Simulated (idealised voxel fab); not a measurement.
Module name: voxel transistor to metal (process module)
Cross-section cut spans 200 nm and uses square cells 5 nm in size.
When this document writes out a cross-section, it uses a grid of square cells and lists it as bands, beginning at the top and moving down, with a band standing for one or more rows of cells. First you get the band's top height and its bottom height, in nm, and then the materials it's made of, left to right, with each width in nm. If you see a single material with "all across", that one covers the band edge to edge. "air" is empty space. Note: height 0 marks the level under which the wafer is uniformly one material as received. Lowest band unbounded below, written "from 0 down". Width: "30..40" (first number = top row, second number = bottom row, same change from row to row of cells). The cross-section has no changed cell in any step marked "nothing altered". "Sealed void inventory" - sealed voids, min. 8 cells, no opening to top; format: width x height at distance (distance from left edge; nm throughout). It should be noted that, on the line of a given step, the content following the step's settings is a remark produced by the simulator itself with respect to that step. Each step line may optionally specify "overlay nm", which for a step with a mask gives the rightward distance between the mask's planned place and where it lay, a negative value indicating the leftward direction.

**So here's the lineup of process steps we planned**
1 RECEIVE (material Si)
2 CONFORMAL_DEP (material SiO2; thk nm 5)
3 CONFORMAL_DEP (material SiN; thk nm 15)
4 MASKED_ETCH (tone cover; mask id ACTIVE; width nm 85; etch materials SiN; depth nm 15; overlay nm 0)
5 MASKED_ETCH (tone cover; mask id ACTIVE; width nm 85; etch materials SiO2; depth nm 5; overlay nm 0)
6 MASKED_ETCH (tone cover; mask id ACTIVE; width nm 85; etch materials Si; depth nm 25; overlay nm 0)
7 OXIDIZE (depth nm 5)
8 FILL_DEP (material SiO2; thk nm 15)
9 CMP (height nm 20)
10 SELECTIVE_ETCH (etch materials SiO2; depth nm 10)
11 STRIP (etch materials SiN)
12 SELECTIVE_ETCH (etch materials SiO2; depth nm 5)
13 OXIDIZE (depth nm 5)
14 DIRECTIONAL_DEP (material polySi; thk nm 30)
15 DIRECTIONAL_DEP (material SiCN; thk nm 15)
16 DIRECTIONAL_DEP (material aC; thk nm 10)
17 PATTERN (tone cover; mask id GATE; material resist; width nm 15; thk nm 25; overlay nm 0)
18 DIRECTIONAL_ETCH (etch materials aC; depth nm 10)
19 STRIP (etch materials resist)
20 DIRECTIONAL_ETCH (etch materials SiCN; depth nm 25)
21 DIRECTIONAL_ETCH (etch materials polySi; depth nm 40)
22 STRIP (etch materials aC)
23 CONFORMAL_DEP (material SiO2; thk nm 5)
24 DIRECTIONAL_ETCH (etch materials SiO2; depth nm 5)
25 CONFORMAL_DEP (material SiN; thk nm 10)
26 DIRECTIONAL_ETCH (etch materials SiN; depth nm 10)
27 DIRECTIONAL_ETCH (etch materials SiO2; depth nm 5)
28 DIRECTIONAL_ETCH (etch materials Si; depth nm 15)
29 EPI (material nSi; thk nm 15)
30 FILL_DEP (material SiO2; thk nm 5)
31 CMP (height nm 45)
32 DIRECTIONAL_DEP (material SiO2; thk nm 10)
33 DIRECTIONAL_DEP (material aC; thk nm 10)
34 PATTERN (tone open; mask id CONTACT; material resist; width nm 15; pitch nm 60; thk nm 30; overlay nm 0)
35 DIRECTIONAL_ETCH (etch materials aC; depth nm 10)
36 STRIP (etch materials resist)
37 DIRECTIONAL_ETCH (etch materials SiO2; depth nm 45)
38 STRIP (etch materials aC)
39 CONFORMAL_DEP (material TiN; thk nm 5)
40 FILL_DEP (material W; thk nm 10)
41 CMP (height nm 55)
42 CONFORMAL_DEP (material SiCN; thk nm 5)
43 DIRECTIONAL_DEP (material SiO2; thk nm 15)
44 PATTERN (tone open; mask id METAL_1; material resist; width nm 15; pitch nm 60; thk nm 15; overlay nm 0)
45 DIRECTIONAL_ETCH (etch materials SiO2; depth nm 15)
46 DIRECTIONAL_ETCH (etch materials SiCN; depth nm 5)
47 STRIP (etch materials resist)
48 CONFORMAL_DEP (material TiN; thk nm 5)
49 FILL_DEP (material W; thk nm 10)
50 CMP (height nm 75)
51 CONFORMAL_DEP (material SiCN; thk nm 5)
52 DIRECTIONAL_DEP (material SiO2; thk nm 25)
53 PATTERN (tone open; mask id METAL_2; material resist; width nm 15; pitch nm 60; thk nm 20; overlay nm 0)
54 DIRECTIONAL_ETCH (etch materials SiO2; depth nm 15)
55 STRIP (etch materials resist)
56 PATTERN (tone open; mask id METAL_2_HOLES; material resist; width nm 15; pitch nm 60; thk nm 20; overlay nm 0)
57 DIRECTIONAL_ETCH (etch materials SiO2; depth nm 10)
58 DIRECTIONAL_ETCH (etch materials SiCN; depth nm 5)
59 STRIP (etch materials resist)
60 CONFORMAL_DEP (material TiN; thk nm 5)
61 FILL_DEP (material Ru; thk nm 5)
62 CMP (height nm 105)
63 CONFORMAL_DEP (material SiCN; thk nm 5)

**Shown in cross-section is the wafer as received, that is, as it stands after step 1**
* from 0 down: Si all across
* Sealed void inventory: none

**a wafer at the end: this start, this plan, one mistake**
* from 110 to 105: SiCN all across
* from 105 to 80: SiO2 60; TiN 5; Ru 5; TiN 5; SiO2 45; TiN 5; Ru 5; TiN 5; SiO2 65
* from 80 to 75: SiCN 60; TiN 15; SiCN 45; TiN 15; SiCN 65
* from 75 to 60: SiO2 55; TiN 5; W 15; TiN 5; SiO2 35; TiN 5; W 15; TiN 5; SiO2 60
* from 60 to 55: SiCN 55; TiN 25; SiCN 35; TiN 25; SiCN 60
* from 55 to 45: SiO2 60; TiN 5; W 5; TiN 5; SiO2 45; TiN 5; W 5; TiN 5; SiO2 65
* from 45 to 30: SiO2 60; TiN 5; W 5; TiN 5; SiN 10; SiO2 5; SiCN 15; SiO2 5; SiN 10; TiN 5; W 5; TiN 5; SiO2 65
* from 30 to 15: SiO2 60; TiN 5; W 5; TiN 5; SiN 10; SiO2 5; polySi 15; SiO2 5; SiN 10; TiN 5; W 5; TiN 5; SiO2 65
* from 15 to 10: SiO2 60; TiN 15; SiN 10; SiO2 5; polySi 15; SiO2 5; SiN 10; TiN 15; SiO2 65
* from 10 to 5: SiO2 60; nSi 15; SiN 10; SiO2 5; polySi 15; SiO2 5; SiN 10; nSi 15; SiO2 65
* from 5 to 0: SiO2 55; SiN 10; nSi 10; SiN 10; SiO2 5; polySi 15; SiO2 5; SiN 10; nSi 10; SiN 10; SiO2 60
* from 0 to -5: SiO2 65; nSi 10; SiO2 45; nSi 10; SiO2 70
* from -5 to -20: SiO2 60; Si 5; nSi 10; Si 45; nSi 10; Si 5; SiO2 65
* from -20 to -30: SiO2 60; Si 75; SiO2 65
* from -30 down: Si all across
* Sealed void inventory: none
Short version of what went wrong: step 44 was run on a setting that differed from the plan, and what really ran there is PATTERN (tone open; mask id METAL_1; material resist; width nm 25; pitch nm 60; thk nm 15; overlay nm 0)
